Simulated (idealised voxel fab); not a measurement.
A process module follows: voxel double patterning.
We display cut, a cross-section 295 nm in width whose square cells are each 5 nm.
The cross-sections in this document take the form of a grid made of square cells. They are written out as bands, in order from top to bottom. Each band consists of one or more rows of cells.
It is stipulated that each band's entry specify, in nanometres, the height of the top of the band and then that of its bottom, followed by the materials of the band in left-to-right sequence, each together with its width in nanometres. A single material marked by the word "everywhere" is understood to fill the band from edge to edge; the word "air" is understood to denote empty space.
Note: height 0 marks the level under which the wafer is uniformly one material as received. Lowest band unbounded below, written "0 nm and below".
Width spec "30..40" -> top row of cells at first value, bottom row at second value, equal per-row change in between.
You'll sometimes find "remained unchanged" written for a step, and that's the way of saying that nowhere in the cross-section did a cell change during that step.
Under "Closed void entries" you'll find the enclosed gaps, the ones with no way out to the top, that are 8 cells or bigger; each reads width x height at distance, with distance counted from the left edge, everything in nm.
Read whatever lies past the settings on a step's line as the simulator's own remark about the step.
"overlay nm" denotes, for a step that has a mask, the displacement of the mask to the right of its planned place, with negative values corresponding to the left.
Process steps - plan
1. RECEIVE, material Si
2. CONFORMAL_DEP, material SiN, thk nm 10
3. DIRECTIONAL_DEP, material SiO2, thk nm 20
4. DIRECTIONAL_DEP, material SiCN, thk nm 10
5. PATTERN, tone open, mask id FIRST, material resist, width nm 15, pitch nm 50, thk nm 15, overlay nm 0
6. DIRECTIONAL_ETCH, etch materials SiCN, depth nm 10
7. STRIP, etch materials resist
8. DIRECTIONAL_DEP, material aC, thk nm 15
9. PATTERN, tone open, mask id SECOND, material resist, width nm 15, thk nm 35, overlay nm 0
10. DIRECTIONAL_ETCH, etch materials aC, depth nm 15
11. STRIP, etch materials resist
12. DIRECTIONAL_ETCH, etch materials SiCN, depth nm 10
13. STRIP, etch materials aC
14. DIRECTIONAL_ETCH, etch materials SiO2, depth nm 20
15. STRIP, etch materials SiCN
Cross-section, incoming material, after step 1
	0 nm and below  Si everywhere
	Closed void entries: none
End-of-module cross-section. Starting structure and process plan as above; one mistake made in running it
	20 nm to 10 nm  115 SiO2  15 air  10 SiO2  15 air  10 SiO2  15 air  115 SiO2
	10 nm to 0 nm  SiN everywhere
	0 nm and below  Si everywhere
	Closed void entries: none
Where did the run depart from the plan? planned and actual differ for step 3; actual: DIRECTIONAL_DEP, material SiO2, thk nm 10
